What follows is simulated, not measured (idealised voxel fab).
process module | voxel local oxidation
cross-section cut | 160 nm wide | cells 5 nm
A cross-section is a grid of square cells, given in bands from the top down. A band is one or more rows of cells.
Each band's line starts with the height of the band's top and of its bottom, in nm. Then come its materials from left to right, each with its width in nm. One material with "throughout" fills the band from edge to edge. "air" is empty space.
Height 0 is the level under which the wafer as received is all one material. The lowest band goes on downwards, as in "0 down".
A width such as "30 to 40" changes by the same amount from each row of cells to the next, from the band's top row to its bottom row.
"no change" after a step means that no cell of the cross-section changed.
closed voids: empty space of 8 cells or more with no open way to the top, each as width x height at its distance from the left edge, in nm
after a step's settings: what the simulator itself notes on the step
overlay nm, on a step with a mask: how far to the right of its planned place the mask lay; to the left if negative
plan
1 op RECEIVE | material Si
2 op CONFORMAL_DEP | material SiO2 | thk nm 5
3 op CONFORMAL_DEP | material SiN | thk nm 15
4 op DIRECTIONAL_DEP | material aC | thk nm 15
5 op PATTERN | tone cover | mask id ACTIVE | material resist | width nm 100 | thk nm 30 | overlay nm 0
6 op DIRECTIONAL_ETCH | etch materials aC | depth nm 15
7 op STRIP | etch materials resist
8 op DIRECTIONAL_ETCH | etch materials SiN | depth nm 15
9 op STRIP | etch materials aC
10 op SELECTIVE_ETCH | etch materials SiO2 | depth nm 5
11 op OXIDIZE | depth nm 10
12 op STRIP | etch materials SiN
first wafer, as planned
as received, after step 1
  0 down: Si throughout
  closed voids: none
after step 2
  5 to 0: SiO2 throughout
  below 0: unchanged
after step 3
  20 to 5: SiN throughout
  below 5: unchanged
after step 4
  35 to 20: aC throughout
  below 20: unchanged
after step 5
  65 to 35: air 30 | resist 100 | air 30
  below 35: unchanged
after step 6
  50 to 35: air 30 | resist 100 | air 30
  35 to 20: air 30 | aC 100 | air 30
  below 20: unchanged
after step 7
  35 to 20: air 30 | aC 100 | air 30
  below 20: unchanged
after step 8
  35 to 20: air 30 | aC 100 | air 30
  20 to 5: air 30 | SiN 100 | air 30
  below 5: unchanged
after step 9
  20 to 5: air 30 | SiN 100 | air 30
  below 5: unchanged
after step 10
  20 to 5: air 30 | SiN 100 | air 30
  5 to 0: air 35 | SiO2 90 | air 35
  below 0: unchanged
after step 11
  20 to 5: air 30 | SiN 100 | air 30
  5 to 0: air 35 | SiO2 90 | air 35
  0 to -10: SiO2 45 | Si 70 | SiO2 45
  below -10: unchanged
after step 12
  5 to 0: air 35 | SiO2 90 | air 35
  below 0: unchanged
second wafer: like start, like plan, one mistake. Through step 4 it matches the first wafer
when step 5 should have ended
  65 to 35: air 25 | resist 100 | air 35
  below 35: unchanged
when step 6 should have ended
  50 to 35: air 25 | resist 100 | air 35
  35 to 20: air 25 | aC 100 | air 35
  below 20: unchanged
when step 7 should have ended
  35 to 20: air 25 | aC 100 | air 35
  below 20: unchanged
when step 8 should have ended
  35 to 20: air 25 | aC 100 | air 35
  20 to 5: air 25 | SiN 100 | air 35
  below 5: unchanged
when step 9 should have ended
  20 to 5: air 25 | SiN 100 | air 35
  below 5: unchanged
when step 10 should have ended
  20 to 5: air 25 | SiN 100 | air 35
  5 to 0: air 30 | SiO2 90 | air 40
  below 0: unchanged
when step 11 should have ended
  20 to 5: air 25 | SiN 100 | air 35
  5 to 0: air 30 | SiO2 90 | air 40
  0 to -10: SiO2 40 | Si 70 | SiO2 50
  below -10: unchanged
when step 12 should have ended
  5 to 0: air 30 | SiO2 90 | air 40
  below 0: unchanged
what went wrong: step 5 ran as: op PATTERN | tone cover | mask id ACTIVE | material resist | width nm 100 | thk nm 30 | overlay nm -5
at the end the second wafer has, in cells: as many of each material as the first, in other places
